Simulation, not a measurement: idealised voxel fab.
You're looking at the process module voxel wiring stack.
We display cut, a cross-section 300 nm in width whose square cells are each 5 nm.
This document writes a cross-section as a grid whose cells are square, and gives it as bands, listed from the top down; one or more rows of cells form a band.
A band entry consists of two parts. The first gives the height of the band's top and the height of its bottom, in nm. The rest lists the band's materials from left to right, each with its width in nm. A single material labelled with the word "everywhere" fills the band from edge to edge, and the word "air" marks empty space.
Beneath 0, the wafer as received is one material, and that level is where height counting begins. The lowest band goes on downward without a bottom; it is written like "z 0 and below".
Width: "30..40" (first number = top row, second number = bottom row, same change from row to row of cells).
Key: "remained the same" - step with no changed cell in the cross-section.
"Closed void catalog" - sealed voids, min. 8 cells, no opening to top; format: width x height at distance (distance from left edge; nm throughout).
Anything after a step's settings on that line? It's the simulator's own note about the step.
You can add "overlay nm" to a step's line. For a step with a mask, it describes how far the mask lay to the right of its planned position, and a negative number describes a lay to the left.
[Listed below are the process steps as planned]
| 1 | RECEIVE | material Si |
| 2 | CONFORMAL_DEP | material SiO2 | thk nm 15 |
| 3 | DIRECTIONAL_DEP | material TiN | thk nm 5 |
| 4 | DIRECTIONAL_DEP | material W | thk nm 5 |
| 5 | PATTERN | tone cover | mask id METAL_1 | material resist | width nm 25 | pitch nm 55 | thk nm 20 | overlay nm 0 |
| 6 | DIRECTIONAL_ETCH | etch materials W | depth nm 15 |
| 7 | DIRECTIONAL_ETCH | etch materials TiN | depth nm 5 |
| 8 | STRIP | etch materials resist |
| 9 | CONFORMAL_DEP | material SiCN | thk nm 5 |
| 10 | FILL_DEP | material lowk | thk nm 10 |
| 11 | CMP | height nm 35 |
| 12 | CONFORMAL_DEP | material SiCN | thk nm 5 |
| 13 | DIRECTIONAL_DEP | material lowk | thk nm 10 |
| 14 | DIRECTIONAL_DEP | material aC | thk nm 10 |
| 15 | PATTERN | tone open | mask id PLUG_1 | material resist | width nm 15 | thk nm 25 | overlay nm 0 |
| 16 | DIRECTIONAL_ETCH | etch materials aC | depth nm 10 |
| 17 | STRIP | etch materials resist |
| 18 | DIRECTIONAL_ETCH | etch materials lowk | depth nm 10 |
| 19 | DIRECTIONAL_ETCH | etch materials SiCN | depth nm 5 |
| 20 | STRIP | etch materials aC |
| 21 | CONFORMAL_DEP | material TiN | thk nm 5 |
| 22 | FILL_DEP | material Cu | thk nm 5 |
| 23 | CMP | height nm 50 |
| 24 | CONFORMAL_DEP | material SiCN | thk nm 5 |
| 25 | DIRECTIONAL_DEP | material lowk | thk nm 15 |
| 26 | MASKED_ETCH | tone open | mask id METAL_2 | width nm 25 | pitch nm 55 | etch materials lowk | depth nm 15 | overlay nm 0 |
| 27 | MASKED_ETCH | tone open | mask id METAL_2 | width nm 25 | pitch nm 55 | etch materials SiCN | depth nm 5 | overlay nm 0 |
| 28 | CONFORMAL_DEP | material TiN | thk nm 5 |
| 29 | FILL_DEP | material Cu | thk nm 5 |
| 30 | CMP | height nm 70 |
| 31 | CONFORMAL_DEP | material SiCN | thk nm 5 |
| 32 | DIRECTIONAL_DEP | material lowk | thk nm 15 |
| 33 | PATTERN | tone open | mask id PLUG_2 | material resist | width nm 15 | thk nm 15 | overlay nm 0 |
| 34 | DIRECTIONAL_ETCH | etch materials lowk | depth nm 15 |
| 35 | DIRECTIONAL_ETCH | etch materials SiCN | depth nm 5 |
| 36 | STRIP | etch materials resist |
| 37 | CONFORMAL_DEP | material TiN | thk nm 5 |
| 38 | FILL_DEP | material Cu | thk nm 5 |
| 39 | CMP | height nm 90 |
| 40 | DIRECTIONAL_DEP | material TiN | thk nm 5 |
| 41 | DIRECTIONAL_DEP | material Ru | thk nm 20 |
| 42 | MASKED_ETCH | tone cover | mask id METAL_3 | width nm 25 | pitch nm 55 | etch materials Ru | depth nm 20 | overlay nm 0 |
| 43 | MASKED_ETCH | tone cover | mask id METAL_3 | width nm 25 | pitch nm 55 | etch materials TiN | depth nm 5 | overlay nm 0 |
| 44 | CONFORMAL_DEP | material SiCN | thk nm 5 |
| 45 | FILL_DEP | material SiO2 | thk nm 5 |
| 46 | CMP | height nm 115 |
| 47 | CONFORMAL_DEP | material SiCN | thk nm 5 |
| 48 | DIRECTIONAL_DEP | material lowk | thk nm 30 |
| 49 | PATTERN | tone open | mask id METAL_4_HOLES | material resist | width nm 15 | pitch nm 55 | thk nm 20 | overlay nm 0 |
| 50 | DIRECTIONAL_ETCH | etch materials lowk | depth nm 30 |
| 51 | STRIP | etch materials resist |
| 52 | PATTERN | tone open | mask id METAL_4 | material resist | width nm 25 | pitch nm 55 | thk nm 15 | overlay nm 0 |
| 53 | DIRECTIONAL_ETCH | etch materials lowk | depth nm 15 |
| 54 | DIRECTIONAL_ETCH | etch materials SiCN | depth nm 5 |
| 55 | STRIP | etch materials resist |
| 56 | CONFORMAL_DEP | material TiN | thk nm 5 |
| 57 | FILL_DEP | material Cu | thk nm 10 |
| 58 | CMP | height nm 150 |
| 59 | CONFORMAL_DEP | material SiN | thk nm 5 |
Wafer-to-wafer difference: thk nm, step 4. Common start. Plan = first wafer's value.
[Step 1 complete: as-received cross-section of the first of several wafers]
z 0 and below = Si everywhere
Closed void catalog: none
[The first of several wafers, seen in cross-section after the module's last step, step 59]
z 155 to 150 = SiN everywhere
z 150 to 140 = 110 nm lowk, 5 nm TiN, 15 nm Cu, 5 nm TiN, 30 nm lowk, 5 nm TiN, 15 nm Cu, 5 nm TiN, 110 nm lowk
z 140 to 135 = 110 nm lowk, 5 nm TiN, 5 nm Cu, 15 nm TiN, 30 nm lowk, 5 nm TiN, 5 nm Cu, 15 nm TiN, 110 nm lowk
z 135 to 120 = 110 nm lowk, 5 nm TiN, 5 nm Cu, 5 nm TiN, 40 nm lowk, 5 nm TiN, 5 nm Cu, 5 nm TiN, 120 nm lowk
z 120 to 115 = 110 nm SiCN, 15 nm TiN, 40 nm SiCN, 15 nm TiN, 120 nm SiCN
z 115 to 95 = 105 nm SiO2, 5 nm SiCN, 25 nm Ru, 5 nm SiCN, 20 nm SiO2, 5 nm SiCN, 25 nm Ru, 5 nm SiCN, 105 nm SiO2
z 95 to 90 = 110 nm SiCN, 25 nm TiN, 30 nm SiCN, 25 nm TiN, 110 nm SiCN
z 90 to 75 = 110 nm lowk, 5 nm TiN, 5 nm Cu, 5 nm TiN, 175 nm lowk
z 75 to 70 = 110 nm SiCN, 15 nm TiN, 175 nm SiCN
z 70 to 55 = 110 nm lowk, 5 nm TiN, 15 nm Cu, 5 nm TiN, 30 nm lowk, 5 nm TiN, 15 nm Cu, 5 nm TiN, 110 nm lowk
z 55 to 50 = 110 nm SiCN, 25 nm TiN, 30 nm SiCN, 25 nm TiN, 110 nm SiCN
z 50 to 40 = 110 nm lowk, 5 nm TiN, 5 nm Cu, 5 nm TiN, 175 nm lowk
z 40 to 35 = 110 nm SiCN, 15 nm TiN, 175 nm SiCN
z 35 to 30 = lowk everywhere
z 30 to 25 = 105 nm lowk, 35 nm SiCN, 20 nm lowk, 35 nm SiCN, 105 nm lowk
z 25 to 20 = 105 nm lowk, 5 nm SiCN, 25 nm W, 5 nm SiCN, 20 nm lowk, 5 nm SiCN, 25 nm W, 5 nm SiCN, 105 nm lowk
z 20 to 15 = 110 nm SiCN, 25 nm TiN, 30 nm SiCN, 25 nm TiN, 110 nm SiCN
z 15 to 0 = SiO2 everywhere
z 0 and below = Si everywhere
Closed void catalog: none
[Cross-section of the final wafer among several, taken at the end of the module]
z 155 to 150 = SiN everywhere
z 150 to 140 = 110 nm lowk, 5 nm TiN, 15 nm Cu, 5 nm TiN, 30 nm lowk, 5 nm TiN, 15 nm Cu, 5 nm TiN, 110 nm lowk
z 140 to 135 = 110 nm lowk, 5 nm TiN, 5 nm Cu, 15 nm TiN, 30 nm lowk, 5 nm TiN, 5 nm Cu, 15 nm TiN, 110 nm lowk
z 135 to 120 = 110 nm lowk, 5 nm TiN, 5 nm Cu, 5 nm TiN, 40 nm lowk, 5 nm TiN, 5 nm Cu, 5 nm TiN, 120 nm lowk
z 120 to 115 = 110 nm SiCN, 15 nm TiN, 40 nm SiCN, 15 nm TiN, 120 nm SiCN
z 115 to 95 = 105 nm SiO2, 5 nm SiCN, 25 nm Ru, 5 nm SiCN, 20 nm SiO2, 5 nm SiCN, 25 nm Ru, 5 nm SiCN, 105 nm SiO2
z 95 to 90 = 110 nm SiCN, 25 nm TiN, 30 nm SiCN, 25 nm TiN, 110 nm SiCN
z 90 to 75 = 110 nm lowk, 5 nm TiN, 5 nm Cu, 5 nm TiN, 175 nm lowk
z 75 to 70 = 110 nm SiCN, 15 nm TiN, 175 nm SiCN
z 70 to 55 = 110 nm lowk, 5 nm TiN, 15 nm Cu, 5 nm TiN, 30 nm lowk, 5 nm TiN, 15 nm Cu, 5 nm TiN, 110 nm lowk
z 55 to 50 = 110 nm SiCN, 25 nm TiN, 30 nm SiCN, 25 nm TiN, 110 nm SiCN
z 50 to 40 = 110 nm lowk, 5 nm TiN, 5 nm Cu, 5 nm TiN, 175 nm lowk
z 40 to 35 = 110 nm SiCN, 15 nm TiN, 175 nm SiCN
z 35 to 20 = W everywhere
z 20 to 15 = TiN everywhere
z 15 to 0 = SiO2 everywhere
z 0 and below = Si everywhere
Closed void catalog: none
[Gained (+) or lost (-) cells of each material since receipt, then closed voids: one row per wafer, at the end of the module]
thk nm 5, +43 Cu, +40 Ru, +352 SiCN, +60 SiN, +364 SiO2, +92 TiN, +10 W, +899 lowk, Closed void catalog: none
thk nm 10, +43 Cu, +40 Ru, +356 SiCN, +60 SiN, +364 SiO2, +92 TiN, +20 W, +885 lowk, Closed void catalog: none
thk nm 15, +43 Cu, +40 Ru, +346 SiCN, +60 SiN, +364 SiO2, +92 TiN, +30 W, +885 lowk, Closed void catalog: none
thk nm 20, +43 Cu, +40 Ru, +338 SiCN, +60 SiN, +364 SiO2, +142 TiN, +80 W, +793 lowk, Closed void catalog: none
thk nm 25, +43 Cu, +40 Ru, +334 SiCN, +60 SiN, +364 SiO2, +142 TiN, +130 W, +747 lowk, Closed void catalog: none
thk nm 30, +43 Cu, +40 Ru, +284 SiCN, +60 SiN, +364 SiO2, +142 TiN, +180 W, +747 lowk, Closed void catalog: none
